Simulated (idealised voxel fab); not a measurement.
Title: Process Module voxel ribs on slabs
Section cut is 150 nm wide and gridded with 5 nm square cells.
A cross-section is written here as square cells arranged in a grid, and it is given in bands from the top down, each band taking up one or more rows of cells.
Top, bottom (nm), then materials left to right with widths (nm); lone material tagged "full width" fills the whole band edge to edge; "empty" = empty space.
It should be noted that heights are counted from 0, beneath which the wafer as supplied is of one material throughout, and that the lowest band possesses no lower boundary but continues downward, as written in "top 0, no bottom".
Per-row width for "30->40": begins at first number (top row of band), ends at second number (bottom row), increment between rows held constant.
Given "all unchanged" for a step, no cell of the cross-section differs between before and after that step.
Reported under the label "Closed-off voids" are the empty spaces having no open way to the top and comprising 8 cells or more; the notation for each is width x height at distance, in which the distance is measured from the left edge and all three values are in nm.
Read whatever lies past the settings on a step's line as the simulator's own remark about the step.
overlay nm: mask offset rightward from planned place, masked step; negative means leftward offset.
[Set out below are the planned steps of the process]
1: RECEIVE (material Si)
2: DIRECTIONAL_DEP (material SiO2; thk nm 25)
3: DIRECTIONAL_DEP (material polySi; thk nm 15)
4: DIRECTIONAL_DEP (material aC; thk nm 15)
5: PATTERN (tone cover; mask id RIB; material resist; width nm 20; thk nm 30; overlay nm 0)
6: DIRECTIONAL_ETCH (etch materials aC; depth nm 15)
7: STRIP (etch materials resist)
8: DIRECTIONAL_ETCH (etch materials polySi; depth nm 5)
9: STRIP (etch materials aC)
10: MASKED_ETCH (tone cover; mask id SLAB; width nm 70; etch materials polySi; depth nm 10; overlay nm 0)
11: FILL_DEP (material SiO2; thk nm 30)
12: CMP (height nm 60)
13: DIRECTIONAL_DEP (material TiN; thk nm 10)
14: PATTERN (tone cover; mask id HEATER; material resist; width nm 30; thk nm 15; overlay nm 0)
15: DIRECTIONAL_ETCH (etch materials TiN; depth nm 10)
16: STRIP (etch materials resist)
17: CONFORMAL_DEP (material SiO2; thk nm 10)
[As received (post step 1): cross-section]
* top 0, no bottom | Si full width
* Closed-off voids: none
[Module complete - cross-section of the first of two wafers, run according to plan]
* top 80, bottom 70 | 50 empty; 50 SiO2; 50 empty
* top 70, bottom 60 | 60 SiO2; 30 TiN; 60 SiO2
* top 60, bottom 40 | SiO2 full width
* top 40, bottom 35 | 65 SiO2; 20 polySi; 65 SiO2
* top 35, bottom 25 | 40 SiO2; 70 polySi; 40 SiO2
* top 25, bottom 0 | SiO2 full width
* top 0, no bottom | Si full width
* Closed-off voids: none
[Cross-sectional image of the second wafer of the two following completion of the module. Starting state and process plan were the same as for the first wafer; one execution error occurred]
* top 80, bottom 70 | 50 empty; 50 SiO2; 50 empty
* top 70, bottom 60 | 60 SiO2; 30 TiN; 60 SiO2
* top 60, bottom 50 | 40 SiO2; 70 polySi; 40 SiO2
* top 50, bottom 0 | SiO2 full width
* top 0, no bottom | Si full width
* Closed-off voids: none
Deviation noted in wafer processing: execution of plan step 2 occurred twice
Cell-count delta at end, second wafer over first, by material: 4 more of SiO2, 4 fewer of polySi
